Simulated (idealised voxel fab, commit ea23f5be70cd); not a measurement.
process module | voxel capacitor over wiring
cross-section cut | 160 nm wide | cells 5 nm
A cross-section is a grid of square cells, given in bands from the top down. A band is one or more rows of cells.
Each band's line starts with the height of the band's top and of its bottom, in nm. Then come its materials from left to right, each with its width in nm. One material with "throughout" fills the band from edge to edge. "air" is empty space.
Height 0 is the level under which the wafer as received is all one material. The lowest band goes on downwards, as in "0 down".
A width such as "30 to 40" changes by the same amount from each row of cells to the next, from the band's top row to its bottom row.
"no change" after a step means that no cell of the cross-section changed.
closed voids: empty space of 8 cells or more with no open way to the top, each as width x height at its distance from the left edge, in nm
after a step's settings: what the simulator itself notes on the step
overlay nm, on a step with a mask: how far to the right of its planned place the mask lay; to the left if negative
plan
1 op RECEIVE | material Si
2 op CONFORMAL_DEP | material SiO2 | thk nm 15
3 op CONFORMAL_DEP | material SiN | thk nm 5
4 op DIRECTIONAL_DEP | material lowk | thk nm 20
5 op DIRECTIONAL_DEP | material aC | thk nm 10
6 op PATTERN | tone open | mask id METAL_1 | material resist | width nm 30 | pitch nm 95 | thk nm 30 | overlay nm 0
7 op DIRECTIONAL_ETCH | etch materials aC | depth nm 10
8 op STRIP | etch materials resist
9 op DIRECTIONAL_ETCH | etch materials lowk | depth nm 20
10 op DIRECTIONAL_ETCH | etch materials SiN | depth nm 5
11 op STRIP | etch materials aC
12 op CONFORMAL_DEP | material TiN | thk nm 5
13 op FILL_DEP | material W | thk nm 10
14 op CMP | height nm 40
15 op CONFORMAL_DEP | material SiCN | thk nm 5
16 op DIRECTIONAL_DEP | material SiO2 | thk nm 10
17 op DIRECTIONAL_DEP | material aC | thk nm 15
18 op PATTERN | tone open | mask id PLUG_1 | material resist | width nm 15 | thk nm 35 | overlay nm 0
19 op DIRECTIONAL_ETCH | etch materials aC | depth nm 15
20 op STRIP | etch materials resist
21 op DIRECTIONAL_ETCH | etch materials SiO2 | depth nm 10
22 op DIRECTIONAL_ETCH | etch materials SiCN | depth nm 5
23 op STRIP | etch materials aC
24 op CONFORMAL_DEP | material TiN | thk nm 5
25 op FILL_DEP | material W | thk nm 5
26 op CMP | height nm 55
27 op DIRECTIONAL_DEP | material TiN | thk nm 5
28 op DIRECTIONAL_DEP | material HfO2 | thk nm 5
29 op DIRECTIONAL_DEP | material TiN | thk nm 10
30 op PATTERN | tone cover | mask id UPPER_PLATE | material resist | width nm 70 | thk nm 15 | overlay nm 0
31 op DIRECTIONAL_ETCH | etch materials TiN | depth nm 10
32 op DIRECTIONAL_ETCH | etch materials HfO2 | depth nm 5
33 op STRIP | etch materials resist
34 op DIRECTIONAL_DEP | material aC | thk nm 10
35 op PATTERN | tone cover | mask id LOWER_PLATE | material resist | width nm 80 | thk nm 30 | overlay nm 0
36 op DIRECTIONAL_ETCH | etch materials aC | depth nm 10
37 op STRIP | etch materials resist
38 op DIRECTIONAL_ETCH | etch materials TiN | depth nm 5
39 op STRIP | etch materials aC
40 op FILL_DEP | material SiO2 | thk nm 15
41 op CMP | height nm 85
42 op DIRECTIONAL_DEP | material aC | thk nm 15
43 op PATTERN | tone open | mask id PLUG_2 | material resist | width nm 15 | thk nm 35 | overlay nm 0
44 op DIRECTIONAL_ETCH | etch materials aC | depth nm 15
45 op STRIP | etch materials resist
46 op DIRECTIONAL_ETCH | etch materials SiO2 | depth nm 10
47 op STRIP | etch materials aC
48 op CONFORMAL_DEP | material TiN | thk nm 5
49 op FILL_DEP | material Cu | thk nm 10
50 op CMP | height nm 85
51 op CONFORMAL_DEP | material SiCN | thk nm 5
as received, after step 1
  0 down: Si throughout
  closed voids: none
first wafer at the end, as planned
  90 to 85: SiCN throughout
  85 to 80: SiO2 40 | TiN 5 | Cu 5 | TiN 5 | SiO2 105
  80 to 75: SiO2 40 | TiN 15 | SiO2 105
  75 to 65: SiO2 30 | TiN 70 | SiO2 60
  65 to 60: SiO2 30 | HfO2 70 | SiO2 60
  60 to 55: SiO2 25 | TiN 80 | SiO2 55
  55 to 45: SiO2 30 | TiN 5 | W 5 | TiN 5 | SiO2 115
  45 to 40: SiCN 30 | TiN 15 | SiCN 115
  40 to 20: lowk 15 | TiN 5 | W 20 | TiN 5 | lowk 65 | TiN 5 | W 20 | TiN 5 | lowk 20
  20 to 15: SiN 15 | TiN 30 | SiN 65 | TiN 30 | SiN 20
  15 to 0: SiO2 throughout
  0 down: Si throughout
  closed voids: none
second wafer at the end: like start, like plan, one mistake
  90 to 85: SiCN throughout
  85 to 80: SiO2 40 | TiN 5 | Cu 5 | TiN 5 | SiO2 105
  80 to 75: SiO2 40 | TiN 15 | SiO2 105
  75 to 65: SiO2 30 | TiN 70 | SiO2 60
  65 to 60: SiO2 30 | HfO2 70 | SiO2 60
  60 to 55: SiO2 25 | TiN 80 | SiO2 55
  55 to 45: W 25 | TiN 5 | SiO2 15 | TiN 5 | W 110
  45 to 40: TiN 30 | SiCN 15 | TiN 115
  40 to 20: lowk 15 | TiN 5 | W 20 | TiN 5 | lowk 65 | TiN 5 | W 20 | TiN 5 | lowk 20
  20 to 15: SiN 15 | TiN 30 | SiN 65 | TiN 30 | SiN 20
  15 to 0: SiO2 throughout
  0 down: Si throughout
  closed voids: none
what went wrong: step 18 ran as: op PATTERN | tone cover | mask id PLUG_1 | material resist | width nm 15 | thk nm 35 | overlay nm 0
at the end the second wafer has, in cells: 26 fewer of SiCN | 52 fewer of SiO2 | 26 more of TiN | 52 more of W
